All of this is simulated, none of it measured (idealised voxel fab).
Name of the process module below: voxel double patterning
Square cells of 5 nm make up the cross-section cut, whose width is 270 nm.
How to read a cross-section here: the picture is a grid of square cells, written as bands going from the top down, and any band can span one or more rows of cells. Heads up on the band format: heights come first, top then bottom, in nm. After that it's the materials left to right, each with its width in nm. A single material flagged "all across" fills the whole band edge to edge, and "empty" means there's empty space there. Height datum 0, below which the as-received substrate wafer is one material. Lowest band open at the bottom, running downward: "0 -> down". Quick explanation for "30..40": the width changes in equal steps down the rows of cells, from the first number in the band's top row to the second number in its bottom row. "no modifications", as given for a step, is the statement that not any cell of the cross-section underwent a change during that step. Any empty space of 8 cells or more lacking an open way to the top shows up in "Cavities, closed" as width x height at distance, distance from the left edge, in nm. Whatever follows a step's settings on its line is a remark the simulator itself makes about that step. The setting "overlay nm" may be written on the line of a step. When the step uses a mask, the value reports how far to the right of the planned place the mask lay, and a negative value reports that it lay to the left.

### The steps planned for the process are as follows
1. RECEIVE,material Si
2. CONFORMAL_DEP,material SiN,thk nm 5
3. DIRECTIONAL_DEP,material SiO2,thk nm 15
4. DIRECTIONAL_DEP,material SiCN,thk nm 5
5. PATTERN,tone open,mask id FIRST,material resist,width nm 15,pitch nm 50,thk nm 20,overlay nm 0
6. DIRECTIONAL_ETCH,etch materials SiCN,depth nm 5
7. STRIP,etch materials resist
8. PATTERN,tone open,mask id SECOND,material resist,width nm 15,thk nm 20,overlay nm 0
9. DIRECTIONAL_ETCH,etch materials SiCN,depth nm 5
10. STRIP,etch materials resist
11. DIRECTIONAL_ETCH,etch materials SiO2,depth nm 15
12. STRIP,etch materials SiCN

### This is the cross-section of the wafer as we received it, i.e. after step 1
    0 -> down = Si all across
    Cavities, closed: none

### The module was run from the start shown above using the plan shown above, but one mistake was made doing it; the resulting wafer cross-section is below
    20 -> 5 = empty=125, then SiO2=15, then empty=130
    5 -> 0 = SiN all across
    0 -> down = Si all across
    Cavities, closed: none
The plan and the run diverged here: step 8 ran as: PATTERN,tone cover,mask id SECOND,material resist,width nm 15,thk nm 20,overlay nm 0
